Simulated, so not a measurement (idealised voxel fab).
The following is a process module called voxel double patterning.
Cross-section cut spans 295 nm and uses square cells 5 nm in size.
Just so we're on the same page, the cross-sections are grids of square cells, and they're listed out in bands top to bottom, each band one or more rows deep. Per band: top height and bottom height in nm, followed by the left-to-right materials and their widths in nm; "edge to edge" marks a single material spanning edge to edge, "empty" marks empty space. Heights are expressed relative to 0, this being the level below which the as-received wafer comprises one material exclusively. The lowest band is unbounded in the downward direction and is denoted as in "0..down". So if you see something like "30 to 40" for the width, read it as the top row of the band sitting at the first number and the bottom row at the second, with every row in between moving by the same amount as the last. "stayed the same" for a step: no cell of the cross-section changed in that step. "Sealed voids" contains a list of empty spaces, each no smaller than 8 cells and without an open way to the top, written in the form width x height at distance with the distance from the left edge and all three in nm. Heads up: the bit after the settings on a step's line is the simulator's remark on that step. You can add "overlay nm" to a step's line. For a step with a mask, it describes how far the mask lay to the right of its planned position, and a negative number describes a lay to the left.
**Steps planned for the process**
1) RECEIVE,material Si
2) CONFORMAL_DEP,material SiO2,thk nm 5
3) DIRECTIONAL_DEP,material W,thk nm 20
4) DIRECTIONAL_DEP,material SiN,thk nm 10
5) MASKED_ETCH,tone open,mask id FIRST,width nm 15,pitch nm 50,etch materials SiN,depth nm 10,overlay nm 0
6) DIRECTIONAL_DEP,material aC,thk nm 10
7) PATTERN,tone open,mask id SECOND,material resist,width nm 15,pitch nm 50,thk nm 30,overlay nm 0
8) DIRECTIONAL_ETCH,etch materials aC,depth nm 10
9) STRIP,etch materials resist
10) DIRECTIONAL_ETCH,etch materials SiN,depth nm 10
11) STRIP,etch materials aC
12) DIRECTIONAL_ETCH,etch materials W,depth nm 20
13) STRIP,etch materials SiN
**Cross-section of the wafer upon arrival, representing the state reached after step 1**
    0..down  Si edge to edge
    Sealed voids: none
**Wafer cross-section at module end: first of two, run to plan**
    25..5  W 90, empty 15, W 10, empty 15, W 10, empty 15, W 10, empty 15, W 10, empty 15, W 90
    5..0  SiO2 edge to edge
    0..down  Si edge to edge
    Sealed voids: none
**Second wafer through the module, sectioned at the end: same beginning and same plan as the first wafer, with one mistake in carrying it out**
    25..5  W 90, empty 30, W 20, empty 30, W 20, empty 15, W 90
    5..0  SiO2 edge to edge
    0..down  Si edge to edge
    Sealed voids: none
Misprocessing identified: contrary to plan, step 7 was performed as PATTERN,tone open,mask id SECOND,material resist,width nm 15,pitch nm 50,thk nm 30,overlay nm -10
In the final comparison it is observed that the number of cells assigned to each material is identical for the two wafers, whereas their placement is not.
